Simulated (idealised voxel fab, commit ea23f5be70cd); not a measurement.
The following is a process module called voxel spacer lines.
In the cross-section labelled cut, the width is 180 nm and each square cell is 5 nm.
In this document a cross-section is written as a grid of square cells. It is given as a series of bands, listed from the top down, and a band is one or more rows of cells.
It is stipulated that each band's entry specify, in nanometres, the height of the top of the band and then that of its bottom, followed by the materials of the band in left-to-right sequence, each together with its width in nanometres. A single material marked by the word "full width" is understood to fill the band from edge to edge; the word "empty" is understood to denote empty space.
Height reference: 0 = level under which incoming wafer is all one material. Lowest band: no bottom, runs on downward, e.g. "from 0 down".
A width such as "30 to 40" changes by the same amount from each row of cells to the next, from the band's top row to its bottom row.
Key: "all unchanged" - step with no changed cell in the cross-section.
Entry "Closed cavities" = empty spaces >= 8 cells with no open way to the top; each as width x height at distance, distance from left edge, all nm.
Text after the settings on a step's line: the simulator's own remark on that step.
overlay nm: for a step with a mask, the amount by which the mask lay right of where it was planned; a negative amount means left of it.

Planned step list for the process
1,RECEIVE, material Si
2,CONFORMAL_DEP, material Al2O3, thk nm 10
3,DIRECTIONAL_DEP, material TiN, thk nm 10
4,DIRECTIONAL_DEP, material aC, thk nm 30
5,PATTERN, tone cover, mask id MANDREL, material resist, width nm 25, pitch nm 70, thk nm 35, overlay nm 0
6,DIRECTIONAL_ETCH, etch materials aC, depth nm 30
7,STRIP, etch materials resist
8,CONFORMAL_DEP, material SiN, thk nm 10
9,DIRECTIONAL_ETCH, etch materials SiN, depth nm 10
10,STRIP, etch materials aC
11,DIRECTIONAL_ETCH, etch materials TiN, depth nm 10
12,STRIP, etch materials SiN
13,FILL_DEP, material lowk, thk nm 10
14,CMP, height nm 20

Wafer as received: cross-section following step 1
  from 0 down | Si full width
  Closed cavities: none

Here's the cross-section of the first of our two wafers at the end of the module - it ran as planned
  from 20 to 10 | lowk (30) / TiN (10) / lowk (25) / TiN (10) / lowk (25) / TiN (10) / lowk (25) / TiN (10) / lowk (35)
  from 10 to 0 | Al2O3 full width
  from 0 down | Si full width
  Closed cavities: none

Wafer two, end of module, cross-section. Same start, same plan as wafer one. One mistake in the run
  from 20 to 15 | lowk (30) / TiN (10) / lowk (25) / TiN (10) / lowk (25) / TiN (10) / lowk (25) / TiN (10) / lowk (35)
  from 15 to 0 | Al2O3 full width
  from 0 down | Si full width
  Closed cavities: none
Misprocessing identified: step 2 changed vs plan, executed as CONFORMAL_DEP, material Al2O3, thk nm 15
Final tally in cells, some materials are higher or lower on the second wafer than on the first: Al2O3 +36 | TiN -8 | lowk -28
